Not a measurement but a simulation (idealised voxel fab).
Process module under the name voxel capacitor over wiring
We display cut, a cross-section 275 nm in width whose square cells are each 5 nm.
Notation: cross-section as square-cell grid; stated in bands, top first, going down; one or more cell rows per band.
What a band's entry tells you: where the top is and where the bottom is, as heights in nm, and after that what lies inside, material by material from left to right, each with its width in nm. Empty space is written as the word "blank", and a single material marked with the word "edge to edge" occupies the band from edge to edge.
Heads up on the height convention: 0 is the point under which the incoming wafer is all one material, and the lowest band has no bottom, it just keeps going down, like "0 nm and below".
The notation "30 to 40" denotes a width that varies across the rows of cells in the band, beginning at the first number in the top row, finishing at the second number in the bottom row, and changing by an identical amount from each row to the next.
"all unchanged" (step): cross-section cells unchanged, all of them.
The entry "Non-vented voids" lists the empty spaces that cover at least 8 cells and have no open path to the top. Each is written as width x height at distance, where the distance is measured from the left edge and all three values are in nm.
What comes after the settings on a step's line is commentary from the simulator itself on that step.
overlay nm: right-of-plan distance of the mask on a masked step; negative values mean left-of-plan.

THE PROCESS STEPS THAT WERE PLANNED ARE LISTED BELOW
1,RECEIVE with material Si
2,CONFORMAL_DEP with material SiO2, thk nm 15
3,DIRECTIONAL_DEP with material TiN, thk nm 5
4,DIRECTIONAL_DEP with material Ru, thk nm 20
5,MASKED_ETCH with tone cover, mask id METAL_1, width nm 20, pitch nm 90, etch materials Ru, depth nm 20, overlay nm 0
6,MASKED_ETCH with tone cover, mask id METAL_1, width nm 20, pitch nm 90, etch materials TiN, depth nm 5, overlay nm 0
7,FILL_DEP with material SiO2, thk nm 5
8,CMP with height nm 40
9,CONFORMAL_DEP with material SiCN, thk nm 5
10,DIRECTIONAL_DEP with material lowk, thk nm 20
11,PATTERN with tone open, mask id PLUG_1, material resist, width nm 15, thk nm 20, overlay nm 0
12,DIRECTIONAL_ETCH with etch materials lowk, depth nm 20
13,DIRECTIONAL_ETCH with etch materials SiCN, depth nm 5
14,STRIP with etch materials resist
15,CONFORMAL_DEP with material TiN, thk nm 5
16,FILL_DEP with material Cu, thk nm 10
17,CMP with height nm 65
18,DIRECTIONAL_DEP with material TiN, thk nm 10
19,DIRECTIONAL_DEP with material SiN, thk nm 5
20,DIRECTIONAL_DEP with material TiN, thk nm 5
21,MASKED_ETCH with tone cover, mask id UPPER_PLATE, width nm 75, etch materials TiN, depth nm 5, overlay nm 0
22,MASKED_ETCH with tone cover, mask id UPPER_PLATE, width nm 75, etch materials SiN, depth nm 5, overlay nm 0
23,MASKED_ETCH with tone cover, mask id LOWER_PLATE, width nm 85, etch materials TiN, depth nm 10, overlay nm -15
24,FILL_DEP with material SiO2, thk nm 15
25,CMP with height nm 95
26,PATTERN with tone open, mask id PLUG_2, material resist, width nm 15, thk nm 20, overlay nm 0
27,DIRECTIONAL_ETCH with etch materials SiO2, depth nm 10
28,STRIP with etch materials resist
29,CONFORMAL_DEP with material TiN, thk nm 5
30,FILL_DEP with material W, thk nm 5
31,CMP with height nm 95
32,CONFORMAL_DEP with material SiCN, thk nm 5
Split variable: overlay nm, step 23. Plan value = first wafer. Wafers start alike.

RECEIVED WAFERS, FIRST OF SEVERAL: CROSS-SECTION AFTER STEP 1
- 0 nm and below: Si edge to edge
- Non-vented voids: none

DEPICTED HERE IS THE FIRST OF SEVERAL WAFERS IN CROSS-SECTION, AT MODULE COMPLETION FOLLOWING THE LAST STEP, STEP 32
- 100 nm to 95 nm: SiCN edge to edge
- 95 nm to 90 nm: SiO2 (95) | TiN (5) | W (5) | TiN (5) | SiO2 (165)
- 90 nm to 80 nm: SiO2 (95 to 85) | TiN (15 to 65) | SiO2 (165 to 125)
- 80 nm to 75 nm: SiO2 (85) | SiN (75) | SiO2 (115)
- 75 nm to 65 nm: SiO2 (65) | TiN (95) | SiO2 (115)
- 65 nm to 45 nm: lowk (85) | TiN (5) | Cu (5) | TiN (5) | lowk (175)
- 45 nm to 40 nm: SiCN (85) | TiN (15) | SiCN (175)
- 40 nm to 20 nm: SiO2 (80) | Ru (20) | SiO2 (70) | Ru (20) | SiO2 (85)
- 20 nm to 15 nm: SiO2 (80) | TiN (20) | SiO2 (70) | TiN (20) | SiO2 (85)
- 15 nm to 0 nm: SiO2 edge to edge
- 0 nm and below: Si edge to edge
- Non-vented voids: none

OF THE SEVERAL WAFERS, THE LAST: CROSS-SECTION AT THE END OF THE MODULE
- 100 nm to 95 nm: SiCN edge to edge
- 95 nm to 90 nm: SiO2 (95) | TiN (5) | W (5) | TiN (5) | SiO2 (165)
- 90 nm to 80 nm: SiO2 (95) | TiN (15 to 65) | SiO2 (165 to 115)
- 80 nm to 75 nm: SiO2 (85) | SiN (75) | SiO2 (115)
- 75 nm to 65 nm: SiO2 (85) | TiN (95) | SiO2 (95)
- 65 nm to 45 nm: lowk (85) | TiN (5) | Cu (5) | TiN (5) | lowk (175)
- 45 nm to 40 nm: SiCN (85) | TiN (15) | SiCN (175)
- 40 nm to 20 nm: SiO2 (80) | Ru (20) | SiO2 (70) | Ru (20) | SiO2 (85)
- 20 nm to 15 nm: SiO2 (80) | TiN (20) | SiO2 (70) | TiN (20) | SiO2 (85)
- 15 nm to 0 nm: SiO2 edge to edge
- 0 nm and below: Si edge to edge
- Non-vented voids: none

NOTE: THE FOLLOWING TABLE IS ARRANGED BY WAFER, A ROW APIECE. EACH ROW REPORTS THE END-OF-MODULE STATE: PER MATERIAL, CELLS GAINED (+) OR CELLS LOST (-) COMPARED WITH THE WAFER AS RECEIVED; CLOSED VOIDS FOLLOW
overlay nm -15; +4 Cu; +32 Ru; +107 SiCN; +15 SiN; +658 SiO2; +75 TiN; +1 W; +208 lowk; Non-vented voids: none
overlay nm -10; +4 Cu; +32 Ru; +107 SiCN; +15 SiN; +659 SiO2; +74 TiN; +1 W; +208 lowk; Non-vented voids: none
overlay nm -5; +4 Cu; +32 Ru; +107 SiCN; +15 SiN; +660 SiO2; +73 TiN; +1 W; +208 lowk; Non-vented voids: none
overlay nm 0; +4 Cu; +32 Ru; +107 SiCN; +15 SiN; +660 SiO2; +73 TiN; +1 W; +208 lowk; Non-vented voids: none
overlay nm 5; +4 Cu; +32 Ru; +107 SiCN; +15 SiN; +660 SiO2; +73 TiN; +1 W; +208 lowk; Non-vented voids: none
overlay nm 10; +4 Cu; +32 Ru; +107 SiCN; +15 SiN; +659 SiO2; +74 TiN; +1 W; +208 lowk; Non-vented voids: none
overlay nm 15; +4 Cu; +32 Ru; +107 SiCN; +15 SiN; +658 SiO2; +75 TiN; +1 W; +208 lowk; Non-vented voids: none
